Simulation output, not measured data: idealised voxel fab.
Process module under the name voxel air gaps
Square cell edge 5 nm, section width 270 nm, ID cut.
Heads up, the way a cross-section reads in here is a grid of square cells, handed over as bands from the top down, with every band being one or more rows of cells.
Basically the band line says how high the top is and how high the bottom is, in nm, and then what's in it from left to right, every material with its width in nm. Empty space shows up as "empty", and if a single material carries "edge to edge" it runs the full band edge to edge.
The level at which height equals 0 is the one under which the wafer, as it arrives, is entirely one material. No lower edge exists for the bottom band, which continues downward and is notated as in "z 0 and below".
Quick explanation for "30..40": the width changes in equal steps down the rows of cells, from the first number in the band's top row to the second number in its bottom row.
"nothing got changed" -> step changed no cross-section cell.
"Enclosed voids" contains a list of empty spaces, each no smaller than 8 cells and without an open way to the top, written in the form width x height at distance with the distance from the left edge and all three in nm.
It should be noted that, on the line of a given step, the content following the step's settings is a remark produced by the simulator itself with respect to that step.
What "overlay nm" on a step's line means: if the step has a mask, that mask lay this far to the right of its planned place, or, when the value is negative, to the left.

# The steps planned for the process are as follows
1,RECEIVE | material Si
2,CONFORMAL_DEP | material SiO2 | thk nm 10
3,CONFORMAL_DEP | material SiCN | thk nm 5
4,DIRECTIONAL_DEP | material SiO2 | thk nm 40
5,PATTERN | tone open | mask id LINES | material resist | width nm 25 | pitch nm 55 | thk nm 15 | overlay nm 0
6,DIRECTIONAL_ETCH | etch materials SiO2 | depth nm 40
7,STRIP | etch materials resist
8,CONFORMAL_DEP | material TiN | thk nm 5
9,FILL_DEP | material Ru | thk nm 5
10,CMP | height nm 55
11,EPI | material Ru | thk nm 10
12,SELECTIVE_ETCH | etch materials SiO2 | depth nm 50
13,CONFORMAL_DEP | material SiCN | thk nm 5

# As-received state of the wafer in cross-section, equivalent to post-step 1
    z 0 and below = Si edge to edge
    Enclosed voids: none

# The following cross-section depicts the wafer upon conclusion of the module. Processing commenced from the starting condition illustrated above and adhered to the plan illustrated above, save for one mistake in execution
    z 70 to 65 = SiCN edge to edge
    z 65 to 55 = Ru edge to edge
    z 55 to 50 = TiN 70 nm / Ru 15 nm / TiN 40 nm / Ru 15 nm / TiN 40 nm / Ru 15 nm / TiN 75 nm
    z 50 to 15 = SiO2 65 nm / TiN 5 nm / Ru 15 nm / TiN 5 nm / SiO2 30 nm / TiN 5 nm / Ru 15 nm / TiN 5 nm / SiO2 30 nm / TiN 5 nm / Ru 15 nm / TiN 5 nm / SiO2 70 nm
    z 15 to 10 = SiO2 65 nm / TiN 25 nm / SiO2 30 nm / TiN 25 nm / SiO2 30 nm / TiN 25 nm / SiO2 70 nm
    z 10 to 0 = SiO2 edge to edge
    z 0 and below = Si edge to edge
    Enclosed voids: none
Deviation from plan: step 3 from the plan never happened, it was just skipped
